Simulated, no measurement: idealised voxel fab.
The name of this process module is voxel released beams.
For reference, the cross-section in this document is cut, with width 150 nm and square cells of 5 nm.
Heads up, the way a cross-section reads in here is a grid of square cells, handed over as bands from the top down, with every band being one or more rows of cells. What a band's entry tells you: where the top is and where the bottom is, as heights in nm, and after that what lies inside, material by material from left to right, each with its width in nm. Empty space is written as the word "blank", and a single material marked with the word "throughout" occupies the band from edge to edge. Heights are measured from 0, the level below which the as-received wafer is all one material; the lowest band has no bottom and continues downward, written as in "0 down". Quick explanation for "30..40": the width changes in equal steps down the rows of cells, from the first number in the band's top row to the second number in its bottom row. Given "no modifications" for a step, no cell of the cross-section differs between before and after that step. The list in "Fully closed voids" covers empty spaces of 8 cells or more that cannot reach the top through any open way, and it gives each as width x height at distance; the distance is from the left edge, and width, height and distance are in nm. Text after the settings on a step's line: the simulator's own remark on that step. Each step line may optionally specify "overlay nm", which for a step with a mask gives the rightward distance between the mask's planned place and where it lay, a negative value indicating the leftward direction.
THE PROCESS STEPS THAT WERE PLANNED ARE LISTED BELOW
- 1: RECEIVE with material Si
- 2: CONFORMAL_DEP with material SiN, thk nm 10
- 3: DIRECTIONAL_DEP with material SiO2, thk nm 20
- 4: DIRECTIONAL_DEP with material aC, thk nm 15
- 5: PATTERN with tone open, mask id ANCHOR, material resist, width nm 25, thk nm 30, overlay nm 0
- 6: DIRECTIONAL_ETCH with etch materials aC, depth nm 15
- 7: STRIP with etch materials resist
- 8: DIRECTIONAL_ETCH with etch materials SiO2, depth nm 20
- 9: STRIP with etch materials aC
- 10: CONFORMAL_DEP with material TiN, thk nm 10
- 11: MASKED_ETCH with tone cover, mask id BEAM, width nm 85, etch materials TiN, depth nm 10, overlay nm 0
- 12: STRIP with etch materials SiO2
BELOW: THE FIRST OF TWO WAFERS, RUN AS PLANNED
SHOWN IN CROSS-SECTION IS THE WAFER AS RECEIVED, THAT IS, AS IT STANDS AFTER STEP 1
> 0 down | Si throughout
> Fully closed voids: none
AFTER STEP 2
> 10 to 0 | SiN throughout
> Lower than 0, everything is as it was.
AFTER STEP 3
> 30 to 10 | SiO2 throughout
> Lower than 10, everything is as it was.
AFTER STEP 4
> 45 to 30 | aC throughout
> Lower than 30, everything is as it was.
AFTER STEP 5
> 75 to 45 | resist 35, blank 25, resist 90
> Lower than 45, everything is as it was.
AFTER STEP 6
> 60 to 45 | resist 35, blank 25, resist 90
> 45 to 30 | aC 35, blank 25, aC 90
> Lower than 30, everything is as it was.
AFTER STEP 7
> 45 to 30 | aC 35, blank 25, aC 90
> Lower than 30, everything is as it was.
AFTER STEP 8
> 45 to 30 | aC 35, blank 25, aC 90
> 30 to 10 | SiO2 35, blank 25, SiO2 90
> Lower than 10, everything is as it was.
AFTER STEP 9
> 30 to 10 | SiO2 35, blank 25, SiO2 90
> Lower than 10, everything is as it was.
AFTER STEP 10
> 40 to 30 | TiN 45, blank 5, TiN 100
> 30 to 20 | SiO2 35, TiN 10, blank 5, TiN 10, SiO2 90
> 20 to 10 | SiO2 35, TiN 25, SiO2 90
> Lower than 10, everything is as it was.
AFTER STEP 11
> 40 to 30 | blank 30, TiN 15, blank 5, TiN 65, blank 35
> Lower than 30, everything is as it was.
AFTER STEP 12
> 40 to 30 | blank 30, TiN 15, blank 5, TiN 65, blank 35
> 30 to 20 | blank 35, TiN 10, blank 5, TiN 10, blank 90
> 20 to 10 | blank 35, TiN 25, blank 90
> Lower than 10, everything is as it was.
SECOND OF TWO: SAME START, SAME PLAN, ONE RUN ERROR; STEPS UP TO AND INCLUDING 9 MATCH THE FIRST
SECOND WAFER PROFILE IN SECTION, AT THE MOMENT STEP 10 OF THE PLAN WAS MEANT TO BE COMPLETE
> 35 to 30 | TiN 40, blank 15, TiN 95
> 30 to 15 | SiO2 35, TiN 5, blank 15, TiN 5, SiO2 90
> 15 to 10 | SiO2 35, TiN 25, SiO2 90
> Lower than 10, everything is as it was.
SECOND WAFER PROFILE IN SECTION, AT THE MOMENT STEP 11 OF THE PLAN WAS MEANT TO BE COMPLETE
> 35 to 30 | blank 30, TiN 10, blank 15, TiN 60, blank 35
> Lower than 30, everything is as it was.
SECOND WAFER PROFILE IN SECTION, AT THE MOMENT STEP 12 OF THE PLAN WAS MEANT TO BE COMPLETE
> 35 to 30 | blank 30, TiN 10, blank 15, TiN 60, blank 35
> 30 to 15 | blank 35, TiN 5, blank 15, TiN 5, blank 90
> 15 to 10 | blank 35, TiN 25, blank 90
> Lower than 10, everything is as it was.
Heads up, the wafer didn't run the way we planned it: step 10 deviated from plan and actually ran as CONFORMAL_DEP with material TiN, thk nm 5
Final wafer comparison in cells, second versus first, more or fewer per material: 25 fewer of TiN
